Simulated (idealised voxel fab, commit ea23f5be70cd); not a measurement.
Presented below is a process module, voxel wiring stack.
Shown is cross-section cut, with a width of 225 nm and square cells of size 5 nm.
Cross-section format: a grid of square cells, given as bands from top to bottom; each band is one or more rows of cells.
A band entry consists of two parts. The first gives the height of the band's top and the height of its bottom, in nm. The rest lists the band's materials from left to right, each with its width in nm. A single material labelled with the word "throughout" fills the band from edge to edge, and the word "air" marks empty space.
The reference from which all heights are counted is 0, the level beneath which the as-received wafer is entirely one material; the lowest band, having no lower bound, proceeds downward and is written after the example "0 -> down".
Quick explanation for "30..40": the width changes in equal steps down the rows of cells, from the first number in the band's top row to the second number in its bottom row.
Reading "same as before" for a step: not a cell of the cross-section changed in it.
"Closed void roster" means: voids of 8 cells or more that are shut off from the top with no open way through. Written width x height at distance, distance from the left edge, in nm.
Heads up: the bit after the settings on a step's line is the simulator's remark on that step.
Each step line may optionally specify "overlay nm", which for a step with a mask gives the rightward distance between the mask's planned place and where it lay, a negative value indicating the leftward direction.
Pairs ahead. Before: cross-section ahead of one process step. After: cross-section once the step is done, shown to the lowest changed band only. Under each pair: that step, with settings. Caution: pairs may come from different runs of this module on the same starting wafer; a pair follows the pair above only where its "Pre-step snapshot" entry says so.
[Pre-step snapshot]
0 -> down = Si throughout
Closed void roster: none
[Step Result]
10 -> 0 = SiO2 throughout
below 0: unchanged
Closed void roster: none
The structure goes from the before cross-section above to the after cross-section through CONFORMAL_DEP with material SiO2, thk nm 10
Pre-step snapshot: The structure entering this step is exactly what the pair just above shows after its step.
[Step Result]
15 -> 10 = TiN throughout
below 10: unchanged
Closed void roster: none
The structure goes from the before cross-section above to the after cross-section through DIRECTIONAL_DEP with material TiN, thk nm 5
Pre-step snapshot: The structure entering this step is exactly what the pair just above shows after its step.
[Step Result]
35 -> 15 = W throughout
below 15: unchanged
Closed void roster: none
The structure goes from the before cross-section above to the after cross-section through DIRECTIONAL_DEP with material W, thk nm 20
Pre-step snapshot: The structure entering this step is exactly what the pair just above shows after its step.
[Step Result]
50 -> 35 = aC throughout
below 35: unchanged
Closed void roster: none
The structure goes from the before cross-section above to the after cross-section through DIRECTIONAL_DEP with material aC, thk nm 15
Pre-step snapshot: The structure entering this step is exactly what the pair just above shows after its step.
[Step Result]
80 -> 50 = air 15  resist 30  air 25  resist 30  air 25  resist 30  air 25  resist 30  air 15
below 50: unchanged
Closed void roster: none
The structure goes from the before cross-section above to the after cross-section through PATTERN with tone cover, mask id METAL_1, material resist, width nm 30, pitch nm 55, thk nm 30, overlay nm 0
Pre-step snapshot: The structure entering this step is exactly what the pair just above shows after its step.
[Step Result]
65 -> 50 = air 15  resist 30  air 25  resist 30  air 25  resist 30  air 25  resist 30  air 15
50 -> 35 = air 15  aC 30  air 25  aC 30  air 25  aC 30  air 25  aC 30  air 15
below 35: unchanged
Closed void roster: none
The structure goes from the before cross-section above to the after cross-section through DIRECTIONAL_ETCH with etch materials aC, depth nm 15
Pre-step snapshot: The structure entering this step is exactly what the pair just above shows after its step.
[Step Result]
50 -> 35 = air 15  aC 30  air 25  aC 30  air 25  aC 30  air 25  aC 30  air 15
below 35: unchanged
Closed void roster: none
The structure goes from the before cross-section above to the after cross-section through STRIP with etch materials resist
Pre-step snapshot: The structure entering this step is exactly what the pair just above shows after its step.
[Step Result]
50 -> 35 = air 15  aC 30  air 25  aC 30  air 25  aC 30  air 25  aC 30  air 15
35 -> 15 = air 15  W 30  air 25  W 30  air 25  W 30  air 25  W 30  air 15
below 15: unchanged
Closed void roster: none
The structure goes from the before cross-section above to the after cross-section through DIRECTIONAL_ETCH with etch materials W, depth nm 20
Pre-step snapshot: The structure entering this step is exactly what the pair just above shows after its step.
[Step Result]
50 -> 35 = air 15  aC 30  air 25  aC 30  air 25  aC 30  air 25  aC 30  air 15
35 -> 15 = air 15  W 30  air 25  W 30  air 25  W 30  air 25  W 30  air 15
15 -> 10 = air 15  TiN 30  air 25  TiN 30  air 25  TiN 30  air 25  TiN 30  air 15
below 10: unchanged
Closed void roster: none
The structure goes from the before cross-section above to the after cross-section through DIRECTIONAL_ETCH with etch materials TiN, depth nm 5
Pre-step snapshot: The structure entering this step is exactly what the pair just above shows after its step.
[Step Result]
35 -> 15 = air 15  W 30  air 25  W 30  air 25  W 30  air 25  W 30  air 15
below 15: unchanged
Closed void roster: none
The structure goes from the before cross-section above to the after cross-section through STRIP with etch materials aC
Pre-step snapshot: The structure entering this step is exactly what the pair just above shows after its step.
[Step Result]
40 -> 35 = air 10  SiCN 40  air 15  SiCN 40  air 15  SiCN 40  air 15  SiCN 40  air 10
35 -> 15 = air 10  SiCN 5  W 30  SiCN 5  air 15  SiCN 5  W 30  SiCN 5  air 15  SiCN 5  W 30  SiCN 5  air 15  SiCN 5  W 30  SiCN 5  air 10
15 -> 10 = SiCN 15  TiN 30  SiCN 25  TiN 30  SiCN 25  TiN 30  SiCN 25  TiN 30  SiCN 15
below 10: unchanged
Closed void roster: none
The structure goes from the before cross-section above to the after cross-section through CONFORMAL_DEP with material SiCN, thk nm 5
Pre-step snapshot: The structure entering this step is exactly what the pair just above shows after its step.
[Step Result]
45 -> 40 = lowk throughout
40 -> 35 = lowk 10  SiCN 40  lowk 15  SiCN 40  lowk 15  SiCN 40  lowk 15  SiCN 40  lowk 10
35 -> 15 = lowk 10  SiCN 5  W 30  SiCN 5  lowk 15  SiCN 5  W 30  SiCN 5  lowk 15  SiCN 5  W 30  SiCN 5  lowk 15  SiCN 5  W 30  SiCN 5  lowk 10
below 15: unchanged
Closed void roster: none
The structure goes from the before cross-section above to the after cross-section through FILL_DEP with material lowk, thk nm 5
Pre-step snapshot: The structure entering this step is exactly what the pair just above shows after its step.
[Step Result]
35 -> 15 = lowk 10  SiCN 5  W 30  SiCN 5  lowk 15  SiCN 5  W 30  SiCN 5  lowk 15  SiCN 5  W 30  SiCN 5  lowk 15  SiCN 5  W 30  SiCN 5  lowk 10
below 15: unchanged
Closed void roster: none
The structure goes from the before cross-section above to the after cross-section through CMP with height nm 35
Pre-step snapshot: The structure entering this step is exactly what the pair just above shows after its step.
[Step Result]
40 -> 35 = SiCN throughout
below 35: unchanged
Closed void roster: none
The structure goes from the before cross-section above to the after cross-section through CONFORMAL_DEP with material SiCN, thk nm 5
Pre-step snapshot: The structure entering this step is exactly what the pair just above shows after its step.
[Step Result]
75 -> 40 = SiO2 throughout
below 40: unchanged
Closed void roster: none
The structure goes from the before cross-section above to the after cross-section through DIRECTIONAL_DEP with material SiO2, thk nm 35
Pre-step snapshot: The structure entering this step is exactly what the pair just above shows after its step.
[Step Result]
90 -> 75 = aC throughout
below 75: unchanged
Closed void roster: none
The structure goes from the before cross-section above to the after cross-section through DIRECTIONAL_DEP with material aC, thk nm 15
Pre-step snapshot: The structure entering this step is exactly what the pair just above shows after its step.
[Step Result]
125 -> 90 = resist 15  air 30  resist 25  air 30  resist 25  air 30  resist 25  air 30  resist 15
below 90: unchanged
Closed void roster: none
The structure goes from the before cross-section above to the after cross-section through PATTERN with tone open, mask id METAL_2, material resist, width nm 30, pitch nm 55, thk nm 35, overlay nm 0
Pre-step snapshot: The structure entering this step is exactly what the pair just above shows after its step.
[Step Result]
110 -> 90 = resist 15  air 30  resist 25  air 30  resist 25  air 30  resist 25  air 30  resist 15
90 -> 75 = aC 15  air 30  aC 25  air 30  aC 25  air 30  aC 25  air 30  aC 15
below 75: unchanged
Closed void roster: none
The structure goes from the before cross-section above to the after cross-section through DIRECTIONAL_ETCH with etch materials aC, depth nm 15
Pre-step snapshot: The structure entering this step is exactly what the pair just above shows after its step.
[Step Result]
90 -> 75 = aC 15  air 30  aC 25  air 30  aC 25  air 30  aC 25  air 30  aC 15
below 75: unchanged
Closed void roster: none
The structure goes from the before cross-section above to the after cross-section through STRIP with etch materials resist
Pre-step snapshot: The structure entering this step is exactly what the pair just above shows after its step.
[Step Result]
90 -> 75 = aC 15  air 30  aC 25  air 30  aC 25  air 30  aC 25  air 30  aC 15
75 -> 55 = SiO2 15  air 30  SiO2 25  air 30  SiO2 25  air 30  SiO2 25  air 30  SiO2 15
below 55: unchanged
Closed void roster: none
The structure goes from the before cross-section above to the after cross-section through DIRECTIONAL_ETCH with etch materials SiO2, depth nm 20
Pre-step snapshot: The structure entering this step is exactly what the pair just above shows after its step.
[Step Result]
75 -> 55 = SiO2 15  air 30  SiO2 25  air 30  SiO2 25  air 30  SiO2 25  air 30  SiO2 15
below 55: unchanged
Closed void roster: none
The structure goes from the before cross-section above to the after cross-section through STRIP with etch materials aC
Pre-step snapshot: The structure entering this step is exactly what the pair just above shows after its step.
[Step Result]
90 -> 75 = aC 15  air 30  aC 25  air 30  aC 25  air 30  aC 25  air 30  aC 15
75 -> 70 = SiO2 15  air 30  SiO2 25  air 30  SiO2 25  air 30  SiO2 25  air 30  SiO2 15
70 -> 55 = SiO2 15  aC 30  SiO2 25  aC 30  SiO2 25  aC 30  SiO2 25  aC 30  SiO2 15
below 55: unchanged
Closed void roster: none
The structure goes from the before cross-section above to the after cross-section through DIRECTIONAL_DEP with material aC, thk nm 15
Pre-step snapshot: The structure entering this step is exactly what the pair just above shows after its step.
[Step Result]
125 -> 90 = resist 15  air 15  resist 40  air 15  resist 40  air 15  resist 40  air 15  resist 30
90 -> 75 = aC 15  air 15  resist 15  aC 25  air 15  resist 15  aC 25  air 15  resist 15  aC 25  air 15  resist 15  aC 15
75 -> 70 = SiO2 15  air 15  resist 15  SiO2 25  air 15  resist 15  SiO2 25  air 15  resist 15  SiO2 25  air 15  resist 15  SiO2 15
below 70: unchanged
Closed void roster: none
The structure goes from the before cross-section above to the after cross-section through PATTERN with tone open, mask id METAL_2_HOLES, material resist, width nm 15, pitch nm 55, thk nm 35, overlay nm 0
Pre-step snapshot: The structure entering this step is exactly what the pair just above shows after its step.
[Step Result]
110 -> 90 = resist 15  air 15  resist 40  air 15  resist 40  air 15  resist 40  air 15  resist 30
90 -> 75 = aC 15  air 15  resist 15  aC 25  air 15  resist 15  aC 25  air 15  resist 15  aC 25  air 15  resist 15  aC 15
75 -> 70 = SiO2 15  air 15  resist 15  SiO2 25  air 15  resist 15  SiO2 25  air 15  resist 15  SiO2 25  air 15  resist 15  SiO2 15
70 -> 55 = SiO2 15  air 15  aC 15  SiO2 25  air 15  aC 15  SiO2 25  air 15  aC 15  SiO2 25  air 15  aC 15  SiO2 15
below 55: unchanged
Closed void roster: none
The structure goes from the before cross-section above to the after cross-section through DIRECTIONAL_ETCH with etch materials aC, depth nm 15
Pre-step snapshot: The structure entering this step is exactly what the pair just above shows after its step.
[Step Result]
90 -> 75 = aC 15  air 30  aC 25  air 30  aC 25  air 30  aC 25  air 30  aC 15
75 -> 70 = SiO2 15  air 30  SiO2 25  air 30  SiO2 25  air 30  SiO2 25  air 30  SiO2 15
below 70: unchanged
Closed void roster: none
The structure goes from the before cross-section above to the after cross-section through STRIP with etch materials resist
Pre-step snapshot: The structure entering this step is exactly what the pair just above shows after its step.
[Step Result]
90 -> 75 = aC 15  air 30  aC 25  air 30  aC 25  air 30  aC 25  air 30  aC 15
75 -> 70 = SiO2 15  air 30  SiO2 25  air 30  SiO2 25  air 30  SiO2 25  air 30  SiO2 15
70 -> 55 = SiO2 15  air 15  aC 15  SiO2 25  air 15  aC 15  SiO2 25  air 15  aC 15  SiO2 25  air 15  aC 15  SiO2 15
55 -> 40 = SiO2 15  air 15  SiO2 40  air 15  SiO2 40  air 15  SiO2 40  air 15  SiO2 30
below 40: unchanged
Closed void roster: none
The structure goes from the before cross-section above to the after cross-section through DIRECTIONAL_ETCH with etch materials SiO2, depth nm 15
Pre-step snapshot: The structure entering this step is exactly what the pair just above shows after its step.
[Step Result]
90 -> 75 = aC 15  air 30  aC 25  air 30  aC 25  air 30  aC 25  air 30  aC 15
75 -> 70 = SiO2 15  air 30  SiO2 25  air 30  SiO2 25  air 30  SiO2 25  air 30  SiO2 15
70 -> 55 = SiO2 15  air 15  aC 15  SiO2 25  air 15  aC 15  SiO2 25  air 15  aC 15  SiO2 25  air 15  aC 15  SiO2 15
55 -> 40 = SiO2 15  air 15  SiO2 40  air 15  SiO2 40  air 15  SiO2 40  air 15  SiO2 30
40 -> 35 = SiCN 15  air 15  SiCN 40  air 15  SiCN 40  air 15  SiCN 40  air 15  SiCN 30
below 35: unchanged
Closed void roster: none
The structure goes from the before cross-section above to the after cross-section through DIRECTIONAL_ETCH with etch materials SiCN, depth nm 5
Pre-step snapshot: The structure entering this step is exactly what the pair just above shows after its step.
[Step Result]
75 -> 55 = SiO2 15  air 30  SiO2 25  air 30  SiO2 25  air 30  SiO2 25  air 30  SiO2 15
below 55: unchanged
Closed void roster: none
The structure goes from the before cross-section above to the after cross-section through STRIP with etch materials aC
Pre-step snapshot: The structure entering this step is exactly what the pair just above shows after its step.
[Step Result]
80 -> 75 = TiN 20  air 20  TiN 35  air 20  TiN 35  air 20  TiN 35  air 20  TiN 20
75 -> 60 = SiO2 15  TiN 5  air 20  TiN 5  SiO2 25  TiN 5  air 20  TiN 5  SiO2 25  TiN 5  air 20  TiN 5  SiO2 25  TiN 5  air 20  TiN 5  SiO2 15
60 -> 55 = SiO2 15  TiN 5  air 5  TiN 20  SiO2 25  TiN 5  air 5  TiN 20  SiO2 25  TiN 5  air 5  TiN 20  SiO2 25  TiN 5  air 5  TiN 20  SiO2 15
55 -> 40 = SiO2 15  TiN 5  air 5  TiN 5  SiO2 40  TiN 5  air 5  TiN 5  SiO2 40  TiN 5  air 5  TiN 5  SiO2 40  TiN 5  air 5  TiN 5  SiO2 30
40 -> 35 = SiCN 15  TiN 15  SiCN 40  TiN 15  SiCN 40  TiN 15  SiCN 40  TiN 15  SiCN 30
below 35: unchanged
Closed void roster: none
The structure goes from the before cross-section above to the after cross-section through CONFORMAL_DEP with material TiN, thk nm 5
Pre-step snapshot: The structure entering this step is exactly what the pair just above shows after its step.
[Step Result]
90 -> 80 = Ru throughout
80 -> 75 = TiN 20  Ru 20  TiN 35  Ru 20  TiN 35  Ru 20  TiN 35  Ru 20  TiN 20
75 -> 60 = SiO2 15  TiN 5  Ru 20  TiN 5  SiO2 25  TiN 5  Ru 20  TiN 5  SiO2 25  TiN 5  Ru 20  TiN 5  SiO2 25  TiN 5  Ru 20  TiN 5  SiO2 15
60 -> 55 = SiO2 15  TiN 5  Ru 5  TiN 20  SiO2 25  TiN 5  Ru 5  TiN 20  SiO2 25  TiN 5  Ru 5  TiN 20  SiO2 25  TiN 5  Ru 5  TiN 20  SiO2 15
55 -> 40 = SiO2 15  TiN 5  Ru 5  TiN 5  SiO2 40  TiN 5  Ru 5  TiN 5  SiO2 40  TiN 5  Ru 5  TiN 5  SiO2 40  TiN 5  Ru 5  TiN 5  SiO2 30
below 40: unchanged
Closed void roster: none
The structure goes from the before cross-section above to the after cross-section through FILL_DEP with material Ru, thk nm 10
Pre-step snapshot: The structure entering this step is exactly what the pair just above shows after its step.
[Step Result]
75 -> 60 = SiO2 15  TiN 5  Ru 20  TiN 5  SiO2 25  TiN 5  Ru 20  TiN 5  SiO2 25  TiN 5  Ru 20  TiN 5  SiO2 25  TiN 5  Ru 20  TiN 5  SiO2 15
below 60: unchanged
Closed void roster: none
The structure goes from the before cross-section above to the after cross-section through CMP with height nm 75
Pre-step snapshot: The structure entering this step is exactly what the pair just above shows after its step.
[Step Result]
80 -> 75 = SiCN throughout
below 75: unchanged
Closed void roster: none
The structure goes from the before cross-section above to the after cross-section through CONFORMAL_DEP with material SiCN, thk nm 5
Pre-step snapshot: The structure entering this step is exactly what the pair just above shows after its step.
[Step Result]
90 -> 80 = lowk throughout
below 80: unchanged
Closed void roster: none
The structure goes from the before cross-section above to the after cross-section through DIRECTIONAL_DEP with material lowk, thk nm 10
Pre-step snapshot: The structure entering this step is exactly what the pair just above shows after its step.
[Step Result]
100 -> 90 = aC throughout
below 90: unchanged
Closed void roster: none
The structure goes from the before cross-section above to the after cross-section through DIRECTIONAL_DEP with material aC, thk nm 10
Pre-step snapshot: The structure entering this step is exactly what the pair just above shows after its step.
[Step Result]
130 -> 100 = resist 15  air 15  resist 40  air 15  resist 40  air 15  resist 40  air 15  resist 30
below 100: unchanged
Closed void roster: none
The structure goes from the before cross-section above to the after cross-section through PATTERN with tone open, mask id PLUG_2, material resist, width nm 15, pitch nm 55, thk nm 30, overlay nm 0
Pre-step snapshot: The structure entering this step is exactly what the pair just above shows after its step.
[Step Result]
120 -> 100 = resist 15  air 15  resist 40  air 15  resist 40  air 15  resist 40  air 15  resist 30
100 -> 90 = aC 15  air 15  aC 40  air 15  aC 40  air 15  aC 40  air 15  aC 30
below 90: unchanged
Closed void roster: none
The structure goes from the before cross-section above to the after cross-section through DIRECTIONAL_ETCH with etch materials aC, depth nm 10
Pre-step snapshot: The structure entering this step is exactly what the pair just above shows after its step.
[Step Result]
100 -> 90 = aC 15  air 15  aC 40  air 15  aC 40  air 15  aC 40  air 15  aC 30
below 90: unchanged
Closed void roster: none
The structure goes from the before cross-section above to the after cross-section through STRIP with etch materials resist
Pre-step snapshot: The structure entering this step is exactly what the pair just above shows after its step.
[Step Result]
100 -> 90 = aC 15  air 15  aC 40  air 15  aC 40  air 15  aC 40  air 15  aC 30
90 -> 80 = lowk 15  air 15  lowk 40  air 15  lowk 40  air 15  lowk 40  air 15  lowk 30
below 80: unchanged
Closed void roster: none
The structure goes from the before cross-section above to the after cross-section through DIRECTIONAL_ETCH with etch materials lowk, depth nm 10
Pre-step snapshot: The structure entering this step is exactly what the pair just above shows after its step.
[Step Result]
100 -> 90 = aC 15  air 15  aC 40  air 15  aC 40  air 15  aC 40  air 15  aC 30
90 -> 80 = lowk 15  air 15  lowk 40  air 15  lowk 40  air 15  lowk 40  air 15  lowk 30
80 -> 75 = SiCN 15  air 15  SiCN 40  air 15  SiCN 40  air 15  SiCN 40  air 15  SiCN 30
below 75: unchanged
Closed void roster: none
The structure goes from the before cross-section above to the after cross-section through DIRECTIONAL_ETCH with etch materials SiCN, depth nm 5
Pre-step snapshot: The structure entering this step is exactly what the pair just above shows after its step.
[Step Result]
90 -> 80 = lowk 15  air 15  lowk 40  air 15  lowk 40  air 15  lowk 40  air 15  lowk 30
below 80: unchanged
Closed void roster: none
The structure goes from the before cross-section above to the after cross-section through STRIP with etch materials aC
Pre-step snapshot: The structure entering this step is exactly what the pair just above shows after its step.
[Step Result]
95 -> 90 = TiN 20  air 5  TiN 50  air 5  TiN 50  air 5  TiN 50  air 5  TiN 35
90 -> 80 = lowk 15  TiN 5  air 5  TiN 5  lowk 40  TiN 5  air 5  TiN 5  lowk 40  TiN 5  air 5  TiN 5  lowk 40  TiN 5  air 5  TiN 5  lowk 30
80 -> 75 = SiCN 15  TiN 15  SiCN 40  TiN 15  SiCN 40  TiN 15  SiCN 40  TiN 15  SiCN 30
below 75: unchanged
Closed void roster: none
The structure goes from the before cross-section above to the after cross-section through CONFORMAL_DEP with material TiN, thk nm 5
Pre-step snapshot: The structure entering this step is exactly what the pair just above shows after its step.
[Step Result]
105 -> 95 = W throughout
95 -> 90 = TiN 20  W 5  TiN 50  W 5  TiN 50  W 5  TiN 50  W 5  TiN 35
90 -> 80 = lowk 15  TiN 5  W 5  TiN 5  lowk 40  TiN 5  W 5  TiN 5  lowk 40  TiN 5  W 5  TiN 5  lowk 40  TiN 5  W 5  TiN 5  lowk 30
below 80: unchanged
Closed void roster: none
The structure goes from the before cross-section above to the after cross-section through FILL_DEP with material W, thk nm 10
Pre-step snapshot: The structure entering this step is exactly what the pair just above shows after its step.
[Step Result]
90 -> 80 = lowk 15  TiN 5  W 5  TiN 5  lowk 40  TiN 5  W 5  TiN 5  lowk 40  TiN 5  W 5  TiN 5  lowk 40  TiN 5  W 5  TiN 5  lowk 30
below 80: unchanged
Closed void roster: none
The structure goes from the before cross-section above to the after cross-section through CMP with height nm 90
Pre-step snapshot: The structure entering this step is exactly what the pair just above shows after its step.
[Step Result]
95 -> 90 = TiN throughout
below 90: unchanged
Closed void roster: none
The structure goes from the before cross-section above to the after cross-section through DIRECTIONAL_DEP with material TiN, thk nm 5
Pre-step snapshot: The structure entering this step is exactly what the pair just above shows after its step.
[Step Result]
120 -> 95 = Ru throughout
below 95: unchanged
Closed void roster: none
The structure goes from the before cross-section above to the after cross-section through DIRECTIONAL_DEP with material Ru, thk nm 25
Pre-step snapshot: The structure entering this step is exactly what the pair just above shows after its step.
[Step Result]
130 -> 120 = aC throughout
below 120: unchanged
Closed void roster: none
The structure goes from the before cross-section above to the after cross-section through DIRECTIONAL_DEP with material aC, thk nm 10
Pre-step snapshot: The structure entering this step is exactly what the pair just above shows after its step.
[Step Result]
155 -> 130 = air 15  resist 30  air 25  resist 30  air 25  resist 30  air 25  resist 30  air 15
below 130: unchanged
Closed void roster: none
The structure goes from the before cross-section above to the after cross-section through PATTERN with tone cover, mask id METAL_3, material resist, width nm 30, pitch nm 55, thk nm 25, overlay nm 0
Pre-step snapshot: The structure entering this step is exactly what the pair just above shows after its step.
[Step Result]
145 -> 130 = air 15  resist 30  air 25  resist 30  air 25  resist 30  air 25  resist 30  air 15
130 -> 120 = air 15  aC 30  air 25  aC 30  air 25  aC 30  air 25  aC 30  air 15
below 120: unchanged
Closed void roster: none
The structure goes from the before cross-section above to the after cross-section through DIRECTIONAL_ETCH with etch materials aC, depth nm 10
Pre-step snapshot: The structure entering this step is exactly what the pair just above shows after its step.
[Step Result]
130 -> 120 = air 15  aC 30  air 25  aC 30  air 25  aC 30  air 25  aC 30  air 15
below 120: unchanged
Closed void roster: none
The structure goes from the before cross-section above to the after cross-section through STRIP with etch materials resist
Pre-step snapshot: The structure entering this step is exactly what the pair just above shows after its step.
[Step Result]
130 -> 120 = air 15  aC 30  air 25  aC 30  air 25  aC 30  air 25  aC 30  air 15
120 -> 95 = air 15  Ru 30  air 25  Ru 30  air 25  Ru 30  air 25  Ru 30  air 15
below 95: unchanged
Closed void roster: none
The structure goes from the before cross-section above to the after cross-section through DIRECTIONAL_ETCH with etch materials Ru, depth nm 25
Pre-step snapshot: The structure entering this step is exactly what the pair just above shows after its step.
[Step Result]
130 -> 120 = air 15  aC 30  air 25  aC 30  air 25  aC 30  air 25  aC 30  air 15
120 -> 95 = air 15  Ru 30  air 25  Ru 30  air 25  Ru 30  air 25  Ru 30  air 15
95 -> 90 = air 15  TiN 30  air 25  TiN 30  air 25  TiN 30  air 25  TiN 30  air 15
below 90: unchanged
Closed void roster: none
The structure goes from the before cross-section above to the after cross-section through DIRECTIONAL_ETCH with etch materials TiN, depth nm 5
Pre-step snapshot: The structure entering this step is exactly what the pair just above shows after its step.
[Step Result]
120 -> 95 = air 15  Ru 30  air 25  Ru 30  air 25  Ru 30  air 25  Ru 30  air 15
below 95: unchanged
Closed void roster: none
The structure goes from the before cross-section above to the after cross-section through STRIP with etch materials aC
Pre-step snapshot: The structure entering this step is exactly what the pair just above shows after its step.
[Step Result]
125 -> 120 = air 10  SiCN 40  air 15  SiCN 40  air 15  SiCN 40  air 15  SiCN 40  air 10
120 -> 95 = air 10  SiCN 5  Ru 30  SiCN 5  air 15  SiCN 5  Ru 30  SiCN 5  air 15  SiCN 5  Ru 30  SiCN 5  air 15  SiCN 5  Ru 30  SiCN 5  air 10
95 -> 90 = SiCN 15  TiN 30  SiCN 25  TiN 30  SiCN 25  TiN 30  SiCN 25  TiN 30  SiCN 15
below 90: unchanged
Closed void roster: none
The structure goes from the before cross-section above to the after cross-section through CONFORMAL_DEP with material SiCN, thk nm 5
Pre-step snapshot: The structure entering this step is exactly what the pair just above shows after its step.
[Step Result]
135 -> 125 = lowk throughout
125 -> 120 = lowk 10  SiCN 40  lowk 15  SiCN 40  lowk 15  SiCN 40  lowk 15  SiCN 40  lowk 10
120 -> 95 = lowk 10  SiCN 5  Ru 30  SiCN 5  lowk 15  SiCN 5  Ru 30  SiCN 5  lowk 15  SiCN 5  Ru 30  SiCN 5  lowk 15  SiCN 5  Ru 30  SiCN 5  lowk 10
below 95: unchanged
Closed void roster: none
The structure goes from the before cross-section above to the after cross-section through FILL_DEP with material lowk, thk nm 10
Pre-step snapshot: The structure entering this step is exactly what the pair just above shows after its step.
[Step Result]
120 -> 95 = lowk 10  SiCN 5  Ru 30  SiCN 5  lowk 15  SiCN 5  Ru 30  SiCN 5  lowk 15  SiCN 5  Ru 30  SiCN 5  lowk 15  SiCN 5  Ru 30  SiCN 5  lowk 10
below 95: unchanged
Closed void roster: none
The structure goes from the before cross-section above to the after cross-section through CMP with height nm 120
Pre-step snapshot: The structure entering this step is exactly what the pair just above shows after its step.
[Step Result]
125 -> 120 = SiN throughout
below 120: unchanged
Closed void roster: none
The structure goes from the before cross-section above to the after cross-section through CONFORMAL_DEP with material SiN, thk nm 5
[Pre-step snapshot]
90 -> 80 = Ru throughout
80 -> 75 = TiN 20  Ru 20  TiN 35  Ru 20  TiN 35  Ru 20  TiN 35  Ru 20  TiN 20
75 -> 60 = SiO2 15  TiN 5  Ru 20  TiN 5  SiO2 25  TiN 5  Ru 20  TiN 5  SiO2 25  TiN 5  Ru 20  TiN 5  SiO2 25  TiN 5  Ru 20  TiN 5  SiO2 15
60 -> 55 = SiO2 15  TiN 5  Ru 5  TiN 20  SiO2 25  TiN 5  Ru 5  TiN 20  SiO2 25  TiN 5  Ru 5  TiN 20  SiO2 25  TiN 5  Ru 5  TiN 20  SiO2 15
55 -> 40 = SiO2 15  TiN 5  Ru 5  TiN 5  SiO2 40  TiN 5  Ru 5  TiN 5  SiO2 40  TiN 5  Ru 5  TiN 5  SiO2 40  TiN 5  Ru 5  TiN 5  SiO2 30
40 -> 35 = SiCN 15  TiN 15  SiCN 40  TiN 15  SiCN 40  TiN 15  SiCN 40  TiN 15  SiCN 30
35 -> 15 = lowk 10  SiCN 5  W 30  SiCN 5  lowk 15  SiCN 5  W 30  SiCN 5  lowk 15  SiCN 5  W 30  SiCN 5  lowk 15  SiCN 5  W 30  SiCN 5  lowk 10
15 -> 10 = SiCN 15  TiN 30  SiCN 25  TiN 30  SiCN 25  TiN 30  SiCN 25  TiN 30  SiCN 15
10 -> 0 = SiO2 throughout
0 -> down = Si throughout
Closed void roster: none
[Step Result]
95 -> 90 = SiCN throughout
below 90: unchanged
Closed void roster: none
The structure goes from the before cross-section above to the after cross-section through CONFORMAL_DEP with material SiCN, thk nm 5
Pre-step snapshot: The structure entering this step is exactly what the pair just above shows after its step.
[Step Result]
105 -> 95 = lowk throughout
below 95: unchanged
Closed void roster: none
The structure goes from the before cross-section above to the after cross-section through DIRECTIONAL_DEP with material lowk, thk nm 10
Pre-step snapshot: The structure entering this step is exactly what the pair just above shows after its step.
[Step Result]
115 -> 105 = aC throughout
below 105: unchanged
Closed void roster: none
The structure goes from the before cross-section above to the after cross-section through DIRECTIONAL_DEP with material aC, thk nm 10
Pre-step snapshot: The structure entering this step is exactly what the pair just above shows after its step.
[Step Result]
145 -> 115 = resist 15  air 15  resist 40  air 15  resist 40  air 15  resist 40  air 15  resist 30
below 115: unchanged
Closed void roster: none
The structure goes from the before cross-section above to the after cross-section through PATTERN with tone open, mask id PLUG_2, material resist, width nm 15, pitch nm 55, thk nm 30, overlay nm 0
Pre-step snapshot: The structure entering this step is exactly what the pair just above shows after its step.
[Step Result]
135 -> 115 = resist 15  air 15  resist 40  air 15  resist 40  air 15  resist 40  air 15  resist 30
115 -> 105 = aC 15  air 15  aC 40  air 15  aC 40  air 15  aC 40  air 15  aC 30
below 105: unchanged
Closed void roster: none
The structure goes from the before cross-section above to the after cross-section through DIRECTIONAL_ETCH with etch materials aC, depth nm 10
Pre-step snapshot: The structure entering this step is exactly what the pair just above shows after its step.
[Step Result]
115 -> 105 = aC 15  air 15  aC 40  air 15  aC 40  air 15  aC 40  air 15  aC 30
below 105: unchanged
Closed void roster: none
The structure goes from the before cross-section above to the after cross-section through STRIP with etch materials resist
Pre-step snapshot: The structure entering this step is exactly what the pair just above shows after its step.
[Step Result]
115 -> 105 = aC 15  air 15  aC 40  air 15  aC 40  air 15  aC 40  air 15  aC 30
105 -> 95 = lowk 15  air 15  lowk 40  air 15  lowk 40  air 15  lowk 40  air 15  lowk 30
below 95: unchanged
Closed void roster: none
The structure goes from the before cross-section above to the after cross-section through DIRECTIONAL_ETCH with etch materials lowk, depth nm 10
Pre-step snapshot: The structure entering this step is exactly what the pair just above shows after its step.
[Step Result]
115 -> 105 = aC 15  air 15  aC 40  air 15  aC 40  air 15  aC 40  air 15  aC 30
105 -> 95 = lowk 15  air 15  lowk 40  air 15  lowk 40  air 15  lowk 40  air 15  lowk 30
95 -> 90 = SiCN 15  air 15  SiCN 40  air 15  SiCN 40  air 15  SiCN 40  air 15  SiCN 30
below 90: unchanged
Closed void roster: none
The structure goes from the before cross-section above to the after cross-section through DIRECTIONAL_ETCH with etch materials SiCN, depth nm 5
Pre-step snapshot: The structure entering this step is exactly what the pair just above shows after its step.
[Step Result]
105 -> 95 = lowk 15  air 15  lowk 40  air 15  lowk 40  air 15  lowk 40  air 15  lowk 30
below 95: unchanged
Closed void roster: none
The structure goes from the before cross-section above to the after cross-section through STRIP with etch materials aC
Pre-step snapshot: The structure entering this step is exactly what the pair just above shows after its step.
[Step Result]
110 -> 105 = TiN 20  air 5  TiN 50  air 5  TiN 50  air 5  TiN 50  air 5  TiN 35
105 -> 95 = lowk 15  TiN 5  air 5  TiN 5  lowk 40  TiN 5  air 5  TiN 5  lowk 40  TiN 5  air 5  TiN 5  lowk 40  TiN 5  air 5  TiN 5  lowk 30
95 -> 90 = SiCN 15  TiN 15  SiCN 40  TiN 15  SiCN 40  TiN 15  SiCN 40  TiN 15  SiCN 30
below 90: unchanged
Closed void roster: none
The structure goes from the before cross-section above to the after cross-section through CONFORMAL_DEP with material TiN, thk nm 5
